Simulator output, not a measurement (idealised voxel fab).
process module | voxel tone inversion
cross-section cut | 180 nm wide | cells 5 nm
A cross-section is a grid of square cells, given in bands from the top down. A band is one or more rows of cells.
Each band's line starts with the height of the band's top and of its bottom, in nm. Then come its materials from left to right, each with its width in nm. One material with "throughout" fills the band from edge to edge. "air" is empty space.
Height 0 is the level under which the wafer as received is all one material. The lowest band goes on downwards, as in "0 down".
A width such as "30 to 40" changes by the same amount from each row of cells to the next, from the band's top row to its bottom row.
"no change" after a step means that no cell of the cross-section changed.
closed voids: empty space of 8 cells or more with no open way to the top, each as width x height at its distance from the left edge, in nm
after a step's settings: what the simulator itself notes on the step
overlay nm, on a step with a mask: how far to the right of its planned place the mask lay; to the left if negative
plan
1 op RECEIVE | material Si
2 op CONFORMAL_DEP | material SiCN | thk nm 10
3 op DIRECTIONAL_DEP | material polySi | thk nm 25
4 op PATTERN | tone cover | mask id POSTS | material resist | width nm 15 | pitch nm 35 | thk nm 30 | overlay nm 0
5 op DIRECTIONAL_ETCH | etch materials polySi | depth nm 25
6 op STRIP | etch materials resist
7 op FILL_DEP | material SiO2 | thk nm 5
8 op CMP | height nm 35
9 op STRIP | etch materials polySi
10 op CONFORMAL_DEP | material TiN | thk nm 5
11 op FILL_DEP | material W | thk nm 10
12 op CMP | height nm 35
13 op CONFORMAL_DEP | material SiCN | thk nm 5
first wafer, as planned
as received, after step 1
  0 down: Si throughout
  closed voids: none
after step 2
  10 to 0: SiCN throughout
  below 0: unchanged
after step 3
  35 to 10: polySi throughout
  below 10: unchanged
after step 4
  65 to 35: air 65 | resist 15 | air 20 | resist 15 | air 65
  below 35: unchanged
after step 5
  65 to 35: air 65 | resist 15 | air 20 | resist 15 | air 65
  35 to 10: air 65 | polySi 15 | air 20 | polySi 15 | air 65
  below 10: unchanged
after step 6
  35 to 10: air 65 | polySi 15 | air 20 | polySi 15 | air 65
  below 10: unchanged
after step 7
  40 to 35: SiO2 throughout
  35 to 10: SiO2 65 | polySi 15 | SiO2 20 | polySi 15 | SiO2 65
  below 10: unchanged
after step 8
  35 to 10: SiO2 65 | polySi 15 | SiO2 20 | polySi 15 | SiO2 65
  below 10: unchanged
after step 9
  35 to 10: SiO2 65 | air 15 | SiO2 20 | air 15 | SiO2 65
  below 10: unchanged
after step 10
  40 to 35: TiN 70 | air 5 | TiN 30 | air 5 | TiN 70
  35 to 15: SiO2 65 | TiN 5 | air 5 | TiN 5 | SiO2 20 | TiN 5 | air 5 | TiN 5 | SiO2 65
  15 to 10: SiO2 65 | TiN 15 | SiO2 20 | TiN 15 | SiO2 65
  below 10: unchanged
after step 11
  50 to 40: W throughout
  40 to 35: TiN 70 | W 5 | TiN 30 | W 5 | TiN 70
  35 to 15: SiO2 65 | TiN 5 | W 5 | TiN 5 | SiO2 20 | TiN 5 | W 5 | TiN 5 | SiO2 65
  below 15: unchanged
after step 12
  35 to 15: SiO2 65 | TiN 5 | W 5 | TiN 5 | SiO2 20 | TiN 5 | W 5 | TiN 5 | SiO2 65
  below 15: unchanged
after step 13
  40 to 35: SiCN throughout
  below 35: unchanged
second wafer: like start, like plan, one mistake. Through step 1 it matches the first wafer
when step 2 should have ended
  25 to 0: polySi throughout
  below 0: unchanged
when step 3 should have ended
  35 to 25: SiCN throughout
  below 25: unchanged
when step 4 should have ended
  65 to 35: air 65 | resist 15 | air 20 | resist 15 | air 65
  below 35: unchanged
when step 5 should have ended: no change
when step 6 should have ended
  35 to 25: SiCN throughout
  below 25: unchanged
when step 7 should have ended
  40 to 35: SiO2 throughout
  below 35: unchanged
when step 8 should have ended
  35 to 25: SiCN throughout
  below 25: unchanged
when step 9 should have ended: no change
when step 10 should have ended
  40 to 35: TiN throughout
  below 35: unchanged
when step 11 should have ended
  50 to 40: W throughout
  below 40: unchanged
when step 12 should have ended
  35 to 25: SiCN throughout
  below 25: unchanged
when step 13 should have ended
  40 to 25: SiCN throughout
  below 25: unchanged
what went wrong: steps 2 and 3 were swapped
at the end the second wafer has, in cells: 150 fewer of SiO2 | 22 fewer of TiN | 8 fewer of W | 180 more of polySi
